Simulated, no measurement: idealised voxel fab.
process module | voxel transistor to metal
This is section cut - it's 270 nm across, gridded in 5 nm square cells.
Reading order for cross-sections: top band down to bottom band. Underlying form: a grid of square cells. Band size: one or more rows of cells.
Basically the band line says how high the top is and how high the bottom is, in nm, and then what's in it from left to right, every material with its width in nm. Empty space shows up as "air", and if a single material carries "edge to edge" it runs the full band edge to edge.
All heights in this document are referenced to 0, defined as the level beneath which the wafer, as received, consists entirely of one material. The lowest band is not bounded below; it extends indefinitely downward and is written in the form "0 and below".
So if you see something like "30->40" for the width, read it as the top row of the band sitting at the first number and the bottom row at the second, with every row in between moving by the same amount as the last.
"remained the same", as given for a step, is the statement that not any cell of the cross-section underwent a change during that step.
Reported under the label "Tabulated closed voids" are the empty spaces having no open way to the top and comprising 8 cells or more; the notation for each is width x height at distance, in which the distance is measured from the left edge and all three values are in nm.
It should be noted that, on the line of a given step, the content following the step's settings is a remark produced by the simulator itself with respect to that step.
The line of a step may include "overlay nm". On a step with a mask, this value is how far to the right of its planned place the mask lay. A negative value means the mask lay to the left.
Layout of what follows: cross-section pairs, each bracketing one process step, the after cross-section shown only to the lowest band that changed, the step between and its settings noted under each pair. Pairs may originate in different runs of this module on the same starting wafer; a pair continues from the pair above only where its entry headed "State on entry" says so.
State on entry:
	30 down to 25 | 50 nm air; 5 nm SiN; 5 nm air; 25 nm SiCN; 5 nm air; 5 nm SiN; 80 nm air; 5 nm SiN; 5 nm air; 25 nm SiCN; 5 nm air; 5 nm SiN; 50 nm air
	25 down to 15 | 50 nm air; 5 nm SiN; 5 nm SiO2; 25 nm SiCN; 5 nm SiO2; 5 nm SiN; 80 nm air; 5 nm SiN; 5 nm SiO2; 25 nm SiCN; 5 nm SiO2; 5 nm SiN; 50 nm air
	15 down to 10 | 20 nm SiCN; 5 nm air; 5 nm SiN; 20 nm air; 5 nm SiN; 5 nm SiO2; 25 nm polySi; 5 nm SiO2; 5 nm SiN; 20 nm air; 5 nm SiN; 5 nm air; 20 nm SiCN; 5 nm air; 5 nm SiN; 20 nm air; 5 nm SiN; 5 nm SiO2; 25 nm polySi; 5 nm SiO2; 5 nm SiN; 20 nm air; 5 nm SiN; 5 nm air; 20 nm SiCN
	10 down to -5 | 20 nm SiCN; 5 nm SiO2; 5 nm SiN; 20 nm air; 5 nm SiN; 5 nm SiO2; 25 nm polySi; 5 nm SiO2; 5 nm SiN; 20 nm air; 5 nm SiN; 5 nm SiO2; 20 nm SiCN; 5 nm SiO2; 5 nm SiN; 20 nm air; 5 nm SiN; 5 nm SiO2; 25 nm polySi; 5 nm SiO2; 5 nm SiN; 20 nm air; 5 nm SiN; 5 nm SiO2; 20 nm SiCN
	-5 down to -10 | 20 nm SiCN; 10 nm SiO2; 20 nm air; 45 nm SiO2; 20 nm air; 10 nm SiO2; 20 nm SiCN; 10 nm SiO2; 20 nm air; 45 nm SiO2; 20 nm air; 10 nm SiO2; 20 nm SiCN
	-10 down to -35 | 20 nm SiCN; 105 nm Si; 20 nm SiCN; 105 nm Si; 20 nm SiCN
	-35 and below | Si edge to edge
	Tabulated closed voids: none
Post-Process View:
	30 down to 25 | 50 nm air; 5 nm SiN; 5 nm air; 25 nm SiCN; 5 nm air; 5 nm SiN; 80 nm air; 5 nm SiN; 5 nm air; 25 nm SiCN; 5 nm air; 5 nm SiN; 50 nm air
	25 down to 15 | 50 nm air; 5 nm SiN; 5 nm SiO2; 25 nm SiCN; 5 nm SiO2; 5 nm SiN; 80 nm air; 5 nm SiN; 5 nm SiO2; 25 nm SiCN; 5 nm SiO2; 5 nm SiN; 50 nm air
	15 down to 10 | 20 nm SiCN; 5 nm air; 5 nm SiN; 20 nm air; 5 nm SiN; 5 nm SiO2; 25 nm polySi; 5 nm SiO2; 5 nm SiN; 20 nm air; 5 nm SiN; 5 nm air; 20 nm SiCN; 5 nm air; 5 nm SiN; 20 nm air; 5 nm SiN; 5 nm SiO2; 25 nm polySi; 5 nm SiO2; 5 nm SiN; 20 nm air; 5 nm SiN; 5 nm air; 20 nm SiCN
	10 down to -5 | 20 nm SiCN; 5 nm SiO2; 5 nm SiN; 20 nm air; 5 nm SiN; 5 nm SiO2; 25 nm polySi; 5 nm SiO2; 5 nm SiN; 20 nm air; 5 nm SiN; 5 nm SiO2; 20 nm SiCN; 5 nm SiO2; 5 nm SiN; 20 nm air; 5 nm SiN; 5 nm SiO2; 25 nm polySi; 5 nm SiO2; 5 nm SiN; 20 nm air; 5 nm SiN; 5 nm SiO2; 20 nm SiCN
	-5 down to -10 | 20 nm SiCN; 10 nm SiO2; 20 nm nSi; 45 nm SiO2; 20 nm nSi; 10 nm SiO2; 20 nm SiCN; 10 nm SiO2; 20 nm nSi; 45 nm SiO2; 20 nm nSi; 10 nm SiO2; 20 nm SiCN
	Below -10, the layers are the same as they were.
	Tabulated closed voids: none
In between the cross-sections above, the run called for EPI,material nSi,thk nm 5
State on entry: The cross-section prior to this step is the one presented after the step of the pair immediately above.
Post-Process View:
	40 down to 30 | SiO2 edge to edge
	30 down to 15 | 50 nm SiO2; 5 nm SiN; 5 nm SiO2; 25 nm SiCN; 5 nm SiO2; 5 nm SiN; 80 nm SiO2; 5 nm SiN; 5 nm SiO2; 25 nm SiCN; 5 nm SiO2; 5 nm SiN; 50 nm SiO2
	15 down to -5 | 20 nm SiCN; 5 nm SiO2; 5 nm SiN; 20 nm SiO2; 5 nm SiN; 5 nm SiO2; 25 nm polySi; 5 nm SiO2; 5 nm SiN; 20 nm SiO2; 5 nm SiN; 5 nm SiO2; 20 nm SiCN; 5 nm SiO2; 5 nm SiN; 20 nm SiO2; 5 nm SiN; 5 nm SiO2; 25 nm polySi; 5 nm SiO2; 5 nm SiN; 20 nm SiO2; 5 nm SiN; 5 nm SiO2; 20 nm SiCN
	Below -5, the layers are the same as they were.
	Tabulated closed voids: none
In between the cross-sections above, the run called for FILL_DEP,material SiO2,thk nm 10
State on entry: The cross-section prior to this step is the one presented after the step of the pair immediately above.
Post-Process View:
	30 down to 15 | 50 nm SiO2; 5 nm SiN; 5 nm SiO2; 25 nm SiCN; 5 nm SiO2; 5 nm SiN; 80 nm SiO2; 5 nm SiN; 5 nm SiO2; 25 nm SiCN; 5 nm SiO2; 5 nm SiN; 50 nm SiO2
	Below 15, the layers are the same as they were.
	Tabulated closed voids: none
In between the cross-sections above, the run called for CMP,height nm 30
State on entry: The cross-section prior to this step is the one presented after the step of the pair immediately above.
Post-Process View:
	45 down to 30 | SiO2 edge to edge
	Below 30, the layers are the same as they were.
	Tabulated closed voids: none
In between the cross-sections above, the run called for DIRECTIONAL_DEP,material SiO2,thk nm 15
State on entry: The cross-section prior to this step is the one presented after the step of the pair immediately above.
Post-Process View:
	60 down to 45 | aC edge to edge
	Below 45, the layers are the same as they were.
	Tabulated closed voids: none
In between the cross-sections above, the run called for DIRECTIONAL_DEP,material aC,thk nm 15
State on entry: The cross-section prior to this step is the one presented after the step of the pair immediately above.
Post-Process View:
	95 down to 60 | 25 nm resist; 30 nm air; 35 nm resist; 30 nm air; 30 nm resist; 30 nm air; 35 nm resist; 30 nm air; 25 nm resist
	Below 60, the layers are the same as they were.
	Tabulated closed voids: none
In between the cross-sections above, the run called for PATTERN,tone open,mask id CONTACT,material resist,width nm 30,thk nm 35,overlay nm 0
State on entry: The cross-section prior to this step is the one presented after the step of the pair immediately above.
Post-Process View:
	80 down to 60 | 25 nm resist; 30 nm air; 35 nm resist; 30 nm air; 30 nm resist; 30 nm air; 35 nm resist; 30 nm air; 25 nm resist
	60 down to 45 | 25 nm aC; 30 nm air; 35 nm aC; 30 nm air; 30 nm aC; 30 nm air; 35 nm aC; 30 nm air; 25 nm aC
	Below 45, the layers are the same as they were.
	Tabulated closed voids: none
In between the cross-sections above, the run called for DIRECTIONAL_ETCH,etch materials aC,depth nm 15
State on entry: The cross-section prior to this step is the one presented after the step of the pair immediately above.
Post-Process View:
	60 down to 45 | 25 nm aC; 30 nm air; 35 nm aC; 30 nm air; 30 nm aC; 30 nm air; 35 nm aC; 30 nm air; 25 nm aC
	Below 45, the layers are the same as they were.
	Tabulated closed voids: none
In between the cross-sections above, the run called for STRIP,etch materials resist
State on entry: The cross-section prior to this step is the one presented after the step of the pair immediately above.
Post-Process View:
	60 down to 45 | 25 nm aC; 30 nm air; 35 nm aC; 30 nm air; 30 nm aC; 30 nm air; 35 nm aC; 30 nm air; 25 nm aC
	45 down to 30 | 25 nm SiO2; 30 nm air; 35 nm SiO2; 30 nm air; 30 nm SiO2; 30 nm air; 35 nm SiO2; 30 nm air; 25 nm SiO2
	30 down to 15 | 25 nm SiO2; 25 nm air; 5 nm SiN; 5 nm SiO2; 25 nm SiCN; 5 nm SiO2; 5 nm SiN; 25 nm air; 30 nm SiO2; 25 nm air; 5 nm SiN; 5 nm SiO2; 25 nm SiCN; 5 nm SiO2; 5 nm SiN; 25 nm air; 25 nm SiO2
	15 down to -5 | 20 nm SiCN; 5 nm SiO2; 5 nm SiN; 20 nm air; 5 nm SiN; 5 nm SiO2; 25 nm polySi; 5 nm SiO2; 5 nm SiN; 20 nm air; 5 nm SiN; 5 nm SiO2; 20 nm SiCN; 5 nm SiO2; 5 nm SiN; 20 nm air; 5 nm SiN; 5 nm SiO2; 25 nm polySi; 5 nm SiO2; 5 nm SiN; 20 nm air; 5 nm SiN; 5 nm SiO2; 20 nm SiCN
	Below -5, the layers are the same as they were.
	Tabulated closed voids: none
In between the cross-sections above, the run called for DIRECTIONAL_ETCH,etch materials SiO2,depth nm 50
State on entry: The cross-section prior to this step is the one presented after the step of the pair immediately above.
Post-Process View:
	45 down to 30 | 25 nm SiO2; 30 nm air; 35 nm SiO2; 30 nm air; 30 nm SiO2; 30 nm air; 35 nm SiO2; 30 nm air; 25 nm SiO2
	Below 30, the layers are the same as they were.
	Tabulated closed voids: none
In between the cross-sections above, the run called for STRIP,etch materials aC
State on entry: The cross-section prior to this step is the one presented after the step of the pair immediately above.
Post-Process View:
	50 down to 45 | 30 nm TiN; 20 nm air; 45 nm TiN; 20 nm air; 40 nm TiN; 20 nm air; 45 nm TiN; 20 nm air; 30 nm TiN
	45 down to 35 | 25 nm SiO2; 5 nm TiN; 20 nm air; 5 nm TiN; 35 nm SiO2; 5 nm TiN; 20 nm air; 5 nm TiN; 30 nm SiO2; 5 nm TiN; 20 nm air; 5 nm TiN; 35 nm SiO2; 5 nm TiN; 20 nm air; 5 nm TiN; 25 nm SiO2
	35 down to 30 | 25 nm SiO2; 5 nm TiN; 15 nm air; 10 nm TiN; 35 nm SiO2; 10 nm TiN; 15 nm air; 5 nm TiN; 30 nm SiO2; 5 nm TiN; 15 nm air; 10 nm TiN; 35 nm SiO2; 10 nm TiN; 15 nm air; 5 nm TiN; 25 nm SiO2
	30 down to 20 | 25 nm SiO2; 5 nm TiN; 15 nm air; 5 nm TiN; 5 nm SiN; 5 nm SiO2; 25 nm SiCN; 5 nm SiO2; 5 nm SiN; 5 nm TiN; 15 nm air; 5 nm TiN; 30 nm SiO2; 5 nm TiN; 15 nm air; 5 nm TiN; 5 nm SiN; 5 nm SiO2; 25 nm SiCN; 5 nm SiO2; 5 nm SiN; 5 nm TiN; 15 nm air; 5 nm TiN; 25 nm SiO2
	20 down to 15 | 25 nm SiO2; 10 nm TiN; 10 nm air; 5 nm TiN; 5 nm SiN; 5 nm SiO2; 25 nm SiCN; 5 nm SiO2; 5 nm SiN; 5 nm TiN; 10 nm air; 10 nm TiN; 30 nm SiO2; 10 nm TiN; 10 nm air; 5 nm TiN; 5 nm SiN; 5 nm SiO2; 25 nm SiCN; 5 nm SiO2; 5 nm SiN; 5 nm TiN; 10 nm air; 10 nm TiN; 25 nm SiO2
	15 down to 0 | 20 nm SiCN; 5 nm SiO2; 5 nm SiN; 5 nm TiN; 10 nm air; 5 nm TiN; 5 nm SiN; 5 nm SiO2; 25 nm polySi; 5 nm SiO2; 5 nm SiN; 5 nm TiN; 10 nm air; 5 nm TiN; 5 nm SiN; 5 nm SiO2; 20 nm SiCN; 5 nm SiO2; 5 nm SiN; 5 nm TiN; 10 nm air; 5 nm TiN; 5 nm SiN; 5 nm SiO2; 25 nm polySi; 5 nm SiO2; 5 nm SiN; 5 nm TiN; 10 nm air; 5 nm TiN; 5 nm SiN; 5 nm SiO2; 20 nm SiCN
	0 down to -5 | 20 nm SiCN; 5 nm SiO2; 5 nm SiN; 20 nm TiN; 5 nm SiN; 5 nm SiO2; 25 nm polySi; 5 nm SiO2; 5 nm SiN; 20 nm TiN; 5 nm SiN; 5 nm SiO2; 20 nm SiCN; 5 nm SiO2; 5 nm SiN; 20 nm TiN; 5 nm SiN; 5 nm SiO2; 25 nm polySi; 5 nm SiO2; 5 nm SiN; 20 nm TiN; 5 nm SiN; 5 nm SiO2; 20 nm SiCN
	Below -5, the layers are the same as they were.
	Tabulated closed voids: none
In between the cross-sections above, the run called for CONFORMAL_DEP,material TiN,thk nm 5
State on entry: The cross-section prior to this step is the one presented after the step of the pair immediately above.
Post-Process View:
	60 down to 50 | Ru edge to edge
	50 down to 45 | 30 nm TiN; 20 nm Ru; 45 nm TiN; 20 nm Ru; 40 nm TiN; 20 nm Ru; 45 nm TiN; 20 nm Ru; 30 nm TiN
	45 down to 35 | 25 nm SiO2; 5 nm TiN; 20 nm Ru; 5 nm TiN; 35 nm SiO2; 5 nm TiN; 20 nm Ru; 5 nm TiN; 30 nm SiO2; 5 nm TiN; 20 nm Ru; 5 nm TiN; 35 nm SiO2; 5 nm TiN; 20 nm Ru; 5 nm TiN; 25 nm SiO2
	35 down to 30 | 25 nm SiO2; 5 nm TiN; 15 nm Ru; 10 nm TiN; 35 nm SiO2; 10 nm TiN; 15 nm Ru; 5 nm TiN; 30 nm SiO2; 5 nm TiN; 15 nm Ru; 10 nm TiN; 35 nm SiO2; 10 nm TiN; 15 nm Ru; 5 nm TiN; 25 nm SiO2
	30 down to 20 | 25 nm SiO2; 5 nm TiN; 15 nm Ru; 5 nm TiN; 5 nm SiN; 5 nm SiO2; 25 nm SiCN; 5 nm SiO2; 5 nm SiN; 5 nm TiN; 15 nm Ru; 5 nm TiN; 30 nm SiO2; 5 nm TiN; 15 nm Ru; 5 nm TiN; 5 nm SiN; 5 nm SiO2; 25 nm SiCN; 5 nm SiO2; 5 nm SiN; 5 nm TiN; 15 nm Ru; 5 nm TiN; 25 nm SiO2
	20 down to 15 | 25 nm SiO2; 10 nm TiN; 10 nm Ru; 5 nm TiN; 5 nm SiN; 5 nm SiO2; 25 nm SiCN; 5 nm SiO2; 5 nm SiN; 5 nm TiN; 10 nm Ru; 10 nm TiN; 30 nm SiO2; 10 nm TiN; 10 nm Ru; 5 nm TiN; 5 nm SiN; 5 nm SiO2; 25 nm SiCN; 5 nm SiO2; 5 nm SiN; 5 nm TiN; 10 nm Ru; 10 nm TiN; 25 nm SiO2
	15 down to 0 | 20 nm SiCN; 5 nm SiO2; 5 nm SiN; 5 nm TiN; 10 nm Ru; 5 nm TiN; 5 nm SiN; 5 nm SiO2; 25 nm polySi; 5 nm SiO2; 5 nm SiN; 5 nm TiN; 10 nm Ru; 5 nm TiN; 5 nm SiN; 5 nm SiO2; 20 nm SiCN; 5 nm SiO2; 5 nm SiN; 5 nm TiN; 10 nm Ru; 5 nm TiN; 5 nm SiN; 5 nm SiO2; 25 nm polySi; 5 nm SiO2; 5 nm SiN; 5 nm TiN; 10 nm Ru; 5 nm TiN; 5 nm SiN; 5 nm SiO2; 20 nm SiCN
	Below 0, the layers are the same as they were.
	Tabulated closed voids: none
In between the cross-sections above, the run called for FILL_DEP,material Ru,thk nm 10
State on entry: The cross-section prior to this step is the one presented after the step of the pair immediately above.
Post-Process View:
	45 down to 35 | 25 nm SiO2; 5 nm TiN; 20 nm Ru; 5 nm TiN; 35 nm SiO2; 5 nm TiN; 20 nm Ru; 5 nm TiN; 30 nm SiO2; 5 nm TiN; 20 nm Ru; 5 nm TiN; 35 nm SiO2; 5 nm TiN; 20 nm Ru; 5 nm TiN; 25 nm SiO2
	Below 35, the layers are the same as they were.
	Tabulated closed voids: none
In between the cross-sections above, the run called for CMP,height nm 45
State on entry: The cross-section prior to this step is the one presented after the step of the pair immediately above.
Post-Process View:
	50 down to 45 | TiN edge to edge
	Below 45, the layers are the same as they were.
	Tabulated closed voids: none
In between the cross-sections above, the run called for DIRECTIONAL_DEP,material TiN,thk nm 5
State on entry: The cross-section prior to this step is the one presented after the step of the pair immediately above.
Post-Process View:
	75 down to 50 | W edge to edge
	Below 50, the layers are the same as they were.
	Tabulated closed voids: none
In between the cross-sections above, the run called for DIRECTIONAL_DEP,material W,thk nm 25
State on entry: The cross-section prior to this step is the one presented after the step of the pair immediately above.
Post-Process View:
	75 down to 50 | 25 nm air; 20 nm W; 55 nm air; 20 nm W; 30 nm air; 20 nm W; 55 nm air; 20 nm W; 25 nm air
	Below 50, the layers are the same as they were.
	Tabulated closed voids: none
In between the cross-sections above, the run called for MASKED_ETCH,tone cover,mask id METAL_1,width nm 20,etch materials W,depth nm 25,overlay nm 0
State on entry: The cross-section prior to this step is the one presented after the step of the pair immediately above.
Post-Process View:
	75 down to 50 | 25 nm air; 20 nm W; 55 nm air; 20 nm W; 30 nm air; 20 nm W; 55 nm air; 20 nm W; 25 nm air
	50 down to 45 | 25 nm air; 20 nm TiN; 55 nm air; 20 nm TiN; 30 nm air; 20 nm TiN; 55 nm air; 20 nm TiN; 25 nm air
	Below 45, the layers are the same as they were.
	Tabulated closed voids: none
In between the cross-sections above, the run called for MASKED_ETCH,tone cover,mask id METAL_1,width nm 20,etch materials TiN,depth nm 5,overlay nm 0
State on entry: The cross-section prior to this step is the one presented after the step of the pair immediately above.
Post-Process View:
	80 down to 75 | lowk edge to edge
	75 down to 50 | 25 nm lowk; 20 nm W; 55 nm lowk; 20 nm W; 30 nm lowk; 20 nm W; 55 nm lowk; 20 nm W; 25 nm lowk
	50 down to 45 | 25 nm lowk; 20 nm TiN; 55 nm lowk; 20 nm TiN; 30 nm lowk; 20 nm TiN; 55 nm lowk; 20 nm TiN; 25 nm lowk
	Below 45, the layers are the same as they were.
	Tabulated closed voids: none
In between the cross-sections above, the run called for FILL_DEP,material lowk,thk nm 5
State on entry: The cross-section prior to this step is the one presented after the step of the pair immediately above.
Post-Process View:
	75 down to 50 | 25 nm lowk; 20 nm W; 55 nm lowk; 20 nm W; 30 nm lowk; 20 nm W; 55 nm lowk; 20 nm W; 25 nm lowk
	Below 50, the layers are the same as they were.
	Tabulated closed voids: none
In between the cross-sections above, the run called for CMP,height nm 75
State on entry: The cross-section prior to this step is the one presented after the step of the pair immediately above.
Post-Process View:
	80 down to 75 | SiN edge to edge
	Below 75, the layers are the same as they were.
	Tabulated closed voids: none
In between the cross-sections above, the run called for CONFORMAL_DEP,material SiN,thk nm 5
State on entry:
	60 down to 45 | aC edge to edge
	45 down to 30 | SiO2 edge to edge
	30 down to 15 | 50 nm SiO2; 5 nm SiN; 5 nm SiO2; 25 nm SiCN; 5 nm SiO2; 5 nm SiN; 80 nm SiO2; 5 nm SiN; 5 nm SiO2; 25 nm SiCN; 5 nm SiO2; 5 nm SiN; 50 nm SiO2
	15 down to -5 | 50 nm SiO2; 5 nm SiN; 5 nm SiO2; 25 nm polySi; 5 nm SiO2; 5 nm SiN; 80 nm SiO2; 5 nm SiN; 5 nm SiO2; 25 nm polySi; 5 nm SiO2; 5 nm SiN; 50 nm SiO2
	-5 down to -10 | 15 nm SiO2; 35 nm nSi; 45 nm SiO2; 35 nm nSi; 10 nm SiO2; 35 nm nSi; 45 nm SiO2; 35 nm nSi; 15 nm SiO2
	-10 down to -35 | 20 nm SiO2; 105 nm Si; 20 nm SiO2; 105 nm Si; 20 nm SiO2
	-35 and below | Si edge to edge
	Tabulated closed voids: none
Post-Process View:
	95 down to 60 | 25 nm air; 30 nm resist; 35 nm air; 30 nm resist; 30 nm air; 30 nm resist; 35 nm air; 30 nm resist; 25 nm air
	Below 60, the layers are the same as they were.
	Tabulated closed voids: none
In between the cross-sections above, the run called for PATTERN,tone cover,mask id CONTACT,material resist,width nm 30,thk nm 35,overlay nm 0
State on entry: The cross-section prior to this step is the one presented after the step of the pair immediately above.
Post-Process View:
	80 down to 60 | 25 nm air; 30 nm resist; 35 nm air; 30 nm resist; 30 nm air; 30 nm resist; 35 nm air; 30 nm resist; 25 nm air
	60 down to 45 | 25 nm air; 30 nm aC; 35 nm air; 30 nm aC; 30 nm air; 30 nm aC; 35 nm air; 30 nm aC; 25 nm air
	Below 45, the layers are the same as they were.
	Tabulated closed voids: none
In between the cross-sections above, the run called for DIRECTIONAL_ETCH,etch materials aC,depth nm 15
State on entry: The cross-section prior to this step is the one presented after the step of the pair immediately above.
Post-Process View:
	60 down to 45 | 25 nm air; 30 nm aC; 35 nm air; 30 nm aC; 30 nm air; 30 nm aC; 35 nm air; 30 nm aC; 25 nm air
	Below 45, the layers are the same as they were.
	Tabulated closed voids: none
In between the cross-sections above, the run called for STRIP,etch materials resist
State on entry: The cross-section prior to this step is the one presented after the step of the pair immediately above.
Post-Process View:
	60 down to 45 | 25 nm air; 30 nm aC; 35 nm air; 30 nm aC; 30 nm air; 30 nm aC; 35 nm air; 30 nm aC; 25 nm air
	45 down to 30 | 25 nm air; 30 nm SiO2; 35 nm air; 30 nm SiO2; 30 nm air; 30 nm SiO2; 35 nm air; 30 nm SiO2; 25 nm air
	30 down to 15 | 25 nm air; 25 nm SiO2; 5 nm SiN; 5 nm air; 25 nm SiCN; 5 nm air; 5 nm SiN; 25 nm SiO2; 30 nm air; 25 nm SiO2; 5 nm SiN; 5 nm air; 25 nm SiCN; 5 nm air; 5 nm SiN; 25 nm SiO2; 25 nm air
	15 down to -5 | 25 nm air; 25 nm SiO2; 5 nm SiN; 5 nm air; 25 nm polySi; 5 nm air; 5 nm SiN; 25 nm SiO2; 30 nm air; 25 nm SiO2; 5 nm SiN; 5 nm air; 25 nm polySi; 5 nm air; 5 nm SiN; 25 nm SiO2; 25 nm air
	Below -5, the layers are the same as they were.
	Tabulated closed voids: none
In between the cross-sections above, the run called for DIRECTIONAL_ETCH,etch materials SiO2,depth nm 50
State on entry: The cross-section prior to this step is the one presented after the step of the pair immediately above.
Post-Process View:
	45 down to 30 | 25 nm air; 30 nm SiO2; 35 nm air; 30 nm SiO2; 30 nm air; 30 nm SiO2; 35 nm air; 30 nm SiO2; 25 nm air
	Below 30, the layers are the same as they were.
	Tabulated closed voids: none
In between the cross-sections above, the run called for STRIP,etch materials aC
State on entry: The cross-section prior to this step is the one presented after the step of the pair immediately above.
Post-Process View:
	50 down to 45 | 20 nm air; 40 nm TiN; 25 nm air; 40 nm TiN; 20 nm air; 40 nm TiN; 25 nm air; 40 nm TiN; 20 nm air
	45 down to 35 | 20 nm air; 5 nm TiN; 30 nm SiO2; 5 nm TiN; 25 nm air; 5 nm TiN; 30 nm SiO2; 5 nm TiN; 20 nm air; 5 nm TiN; 30 nm SiO2; 5 nm TiN; 25 nm air; 5 nm TiN; 30 nm SiO2; 5 nm TiN; 20 nm air
	35 down to 30 | 20 nm air; 5 nm TiN; 30 nm SiO2; 35 nm TiN; 30 nm SiO2; 5 nm TiN; 20 nm air; 5 nm TiN; 30 nm SiO2; 35 nm TiN; 30 nm SiO2; 5 nm TiN; 20 nm air
	30 down to 15 | 20 nm air; 5 nm TiN; 25 nm SiO2; 5 nm SiN; 5 nm TiN; 25 nm SiCN; 5 nm TiN; 5 nm SiN; 25 nm SiO2; 5 nm TiN; 20 nm air; 5 nm TiN; 25 nm SiO2; 5 nm SiN; 5 nm TiN; 25 nm SiCN; 5 nm TiN; 5 nm SiN; 25 nm SiO2; 5 nm TiN; 20 nm air
	15 down to 0 | 20 nm air; 5 nm TiN; 25 nm SiO2; 5 nm SiN; 5 nm TiN; 25 nm polySi; 5 nm TiN; 5 nm SiN; 25 nm SiO2; 5 nm TiN; 20 nm air; 5 nm TiN; 25 nm SiO2; 5 nm SiN; 5 nm TiN; 25 nm polySi; 5 nm TiN; 5 nm SiN; 25 nm SiO2; 5 nm TiN; 20 nm air
	0 down to -5 | 25 nm TiN; 25 nm SiO2; 5 nm SiN; 5 nm TiN; 25 nm polySi; 5 nm TiN; 5 nm SiN; 25 nm SiO2; 30 nm TiN; 25 nm SiO2; 5 nm SiN; 5 nm TiN; 25 nm polySi; 5 nm TiN; 5 nm SiN; 25 nm SiO2; 25 nm TiN
	Below -5, the layers are the same as they were.
	Tabulated closed voids: none
In between the cross-sections above, the run called for CONFORMAL_DEP,material TiN,thk nm 5
State on entry: The cross-section prior to this step is the one presented after the step of the pair immediately above.
Post-Process View:
	60 down to 50 | Ru edge to edge
	50 down to 45 | 20 nm Ru; 40 nm TiN; 25 nm Ru; 40 nm TiN; 20 nm Ru; 40 nm TiN; 25 nm Ru; 40 nm TiN; 20 nm Ru
	45 down to 35 | 20 nm Ru; 5 nm TiN; 30 nm SiO2; 5 nm TiN; 25 nm Ru; 5 nm TiN; 30 nm SiO2; 5 nm TiN; 20 nm Ru; 5 nm TiN; 30 nm SiO2; 5 nm TiN; 25 nm Ru; 5 nm TiN; 30 nm SiO2; 5 nm TiN; 20 nm Ru
	35 down to 30 | 20 nm Ru; 5 nm TiN; 30 nm SiO2; 35 nm TiN; 30 nm SiO2; 5 nm TiN; 20 nm Ru; 5 nm TiN; 30 nm SiO2; 35 nm TiN; 30 nm SiO2; 5 nm TiN; 20 nm Ru
	30 down to 15 | 20 nm Ru; 5 nm TiN; 25 nm SiO2; 5 nm SiN; 5 nm TiN; 25 nm SiCN; 5 nm TiN; 5 nm SiN; 25 nm SiO2; 5 nm TiN; 20 nm Ru; 5 nm TiN; 25 nm SiO2; 5 nm SiN; 5 nm TiN; 25 nm SiCN; 5 nm TiN; 5 nm SiN; 25 nm SiO2; 5 nm TiN; 20 nm Ru
	15 down to 0 | 20 nm Ru; 5 nm TiN; 25 nm SiO2; 5 nm SiN; 5 nm TiN; 25 nm polySi; 5 nm TiN; 5 nm SiN; 25 nm SiO2; 5 nm TiN; 20 nm Ru; 5 nm TiN; 25 nm SiO2; 5 nm SiN; 5 nm TiN; 25 nm polySi; 5 nm TiN; 5 nm SiN; 25 nm SiO2; 5 nm TiN; 20 nm Ru
	Below 0, the layers are the same as they were.
	Tabulated closed voids: none
In between the cross-sections above, the run called for FILL_DEP,material Ru,thk nm 10
State on entry: The cross-section prior to this step is the one presented after the step of the pair immediately above.
Post-Process View:
	45 down to 35 | 20 nm Ru; 5 nm TiN; 30 nm SiO2; 5 nm TiN; 25 nm Ru; 5 nm TiN; 30 nm SiO2; 5 nm TiN; 20 nm Ru; 5 nm TiN; 30 nm SiO2; 5 nm TiN; 25 nm Ru; 5 nm TiN; 30 nm SiO2; 5 nm TiN; 20 nm Ru
	Below 35, the layers are the same as they were.
	Tabulated closed voids: none
In between the cross-sections above, the run called for CMP,height nm 45
State on entry: The cross-section prior to this step is the one presented after the step of the pair immediately above.
Post-Process View:
	50 down to 45 | TiN edge to edge
	Below 45, the layers are the same as they were.
	Tabulated closed voids: none
In between the cross-sections above, the run called for DIRECTIONAL_DEP,material TiN,thk nm 5
State on entry: The cross-section prior to this step is the one presented after the step of the pair immediately above.
Post-Process View:
	75 down to 50 | W edge to edge
	Below 50, the layers are the same as they were.
	Tabulated closed voids: none
In between the cross-sections above, the run called for DIRECTIONAL_DEP,material W,thk nm 25
State on entry: The cross-section prior to this step is the one presented after the step of the pair immediately above.
Post-Process View:
	75 down to 50 | 25 nm air; 20 nm W; 55 nm air; 20 nm W; 30 nm air; 20 nm W; 55 nm air; 20 nm W; 25 nm air
	Below 50, the layers are the same as they were.
	Tabulated closed voids: none
In between the cross-sections above, the run called for MASKED_ETCH,tone cover,mask id METAL_1,width nm 20,etch materials W,depth nm 25,overlay nm 0
State on entry: The cross-section prior to this step is the one presented after the step of the pair immediately above.
Post-Process View:
	75 down to 50 | 25 nm air; 20 nm W; 55 nm air; 20 nm W; 30 nm air; 20 nm W; 55 nm air; 20 nm W; 25 nm air
	50 down to 45 | 25 nm air; 20 nm TiN; 55 nm air; 20 nm TiN; 30 nm air; 20 nm TiN; 55 nm air; 20 nm TiN; 25 nm air
	Below 45, the layers are the same as they were.
	Tabulated closed voids: none
In between the cross-sections above, the run called for MASKED_ETCH,tone cover,mask id METAL_1,width nm 20,etch materials TiN,depth nm 5,overlay nm 0
State on entry: The cross-section prior to this step is the one presented after the step of the pair immediately above.
Post-Process View:
	80 down to 75 | lowk edge to edge
	75 down to 50 | 25 nm lowk; 20 nm W; 55 nm lowk; 20 nm W; 30 nm lowk; 20 nm W; 55 nm lowk; 20 nm W; 25 nm lowk
	50 down to 45 | 25 nm lowk; 20 nm TiN; 55 nm lowk; 20 nm TiN; 30 nm lowk; 20 nm TiN; 55 nm lowk; 20 nm TiN; 25 nm lowk
	Below 45, the layers are the same as they were.
	Tabulated closed voids: none
In between the cross-sections above, the run called for FILL_DEP,material lowk,thk nm 5
State on entry: The cross-section prior to this step is the one presented after the step of the pair immediately above.
Post-Process View:
	75 down to 50 | 25 nm lowk; 20 nm W; 55 nm lowk; 20 nm W; 30 nm lowk; 20 nm W; 55 nm lowk; 20 nm W; 25 nm lowk
	Below 50, the layers are the same as they were.
	Tabulated closed voids: none
In between the cross-sections above, the run called for CMP,height nm 75
State on entry: The cross-section prior to this step is the one presented after the step of the pair immediately above.
Post-Process View:
	80 down to 75 | SiN edge to edge
	Below 75, the layers are the same as they were.
	Tabulated closed voids: none
In between the cross-sections above, the run called for CONFORMAL_DEP,material SiN,thk nm 5
